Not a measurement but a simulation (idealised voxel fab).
process module | voxel gate over fins
Square cell edge 5 nm, section width 240 nm, ID cut.
Cross-section = grid of square cells, listed top down in bands; band = one or more rows. Within each band entry, the heights of the top and of the bottom of the band appear first, in that order and in nm; the materials of the band then follow from left to right, each with its corresponding width in nm. The designation "all across" on a single material indicates that it fills the band from edge to edge; the designation "blank" indicates empty space. Zero point of the height axis is 0; under it, received wafer = one material. Lowest band: continues down indefinitely, "0 down". Width "30..40": first value at the band's top row of cells, second value at its bottom row, equal change from row to row. Take "nothing different" at face value: in the step it is given for, the cross-section changed in none of its cells. Closed empty spaces (no open way to the top) of 8 cells or more are what "Completely enclosed voids" lists, each as width x height at distance from the left edge, nm for all three. Text after the settings on a step's line: the simulator's own remark on that step. A step's line can hold "overlay nm"; with a mask on that step, the setting says how far right of the planned place the mask lay, while a negative setting says it lay to the left.

## Process steps - plan
1. RECEIVE: material Si
2. CONFORMAL_DEP: material SiN, thk nm 5
3. PATTERN: tone cover, mask id FINS, material resist, width nm 15, pitch nm 60, thk nm 20, overlay nm 0
4. DIRECTIONAL_ETCH: etch materials SiN, depth nm 5
5. DIRECTIONAL_ETCH: etch materials Si, depth nm 35
6. STRIP: etch materials resist
7. OXIDIZE: depth nm 5
8. FILL_DEP: material SiO2, thk nm 15
9. CMP: height nm 5
10. MASKED_ETCH: tone open, mask id RAIL, width nm 15, etch materials SiO2, depth nm 35, overlay nm 0
11. CONFORMAL_DEP: material TiN, thk nm 5
12. FILL_DEP: material W, thk nm 5
13. CMP: height nm 5
14. SELECTIVE_ETCH: etch materials W Ru TiN, depth nm 30
15. FILL_DEP: material SiO2, thk nm 5
16. CMP: height nm 5
17. SELECTIVE_ETCH: etch materials SiO2, depth nm 20
18. STRIP: etch materials SiN
19. CONFORMAL_DEP: material HfO2, thk nm 5
20. CONFORMAL_DEP: material TiN, thk nm 5
21. CONFORMAL_DEP: material TiAl, thk nm 5
22. CONFORMAL_DEP: material TiN, thk nm 5
23. FILL_DEP: material W, thk nm 15
24. CMP: height nm 30
25. CONFORMAL_DEP: material SiCN, thk nm 5

## Cross-section, incoming material, after step 1
  0 down | Si all across
  Completely enclosed voids: none

## What the wafer looks like in cross-section after this module, when it starts as shown above and follows the plan above but one mistake is made in running it
  35 to 30 | SiCN all across
  30 to 25 | W all across
  25 to 20 | W (90); TiN (55); W (95)
  20 to 15 | W (65); TiN (30); TiAl (45); TiN (30); W (70)
  15 to 10 | W (65); TiN (5); TiAl (30); TiN (35); TiAl (30); TiN (5); W (70)
  10 to 5 | W (65); TiN (5); TiAl (5); TiN (30); HfO2 (25); TiN (30); TiAl (5); TiN (5); W (70)
  5 to 0 | TiN (70); TiAl (5); TiN (5); HfO2 (15); TiN (10); HfO2 (5); Ru (15); HfO2 (5); TiN (10); HfO2 (15); TiN (5); TiAl (5); TiN (75)
  0 to -5 | TiAl (75); TiN (5); HfO2 (5); Si (5); HfO2 (5); TiN (10); HfO2 (5); Ru (15); HfO2 (5); TiN (10); HfO2 (5); Si (5); HfO2 (5); TiN (5); TiAl (80)
  -5 to -10 | TiN (80); HfO2 (5); Si (5); HfO2 (5); TiN (10); HfO2 (5); Ru (15); HfO2 (5); TiN (10); HfO2 (5); Si (5); HfO2 (5); TiN (85)
  -10 to -15 | HfO2 (85); Si (5); HfO2 (20); Ru (15); HfO2 (20); Si (5); HfO2 (90)
  -15 to -25 | SiO2 (85); Si (5); SiO2 (20); Ru (15); SiO2 (20); Si (5); SiO2 (90)
  -25 to -30 | SiO2 (85); Si (5); SiO2 (20); TiN (15); SiO2 (20); Si (5); SiO2 (90)
  -30 to -40 | SiO2 (85); Si (5); SiO2 (55); Si (5); SiO2 (90)
  -40 down | Si all across
  Completely enclosed voids: none
Diagnosis: step 15 ran as: FILL_DEP: material Ru, thk nm 5
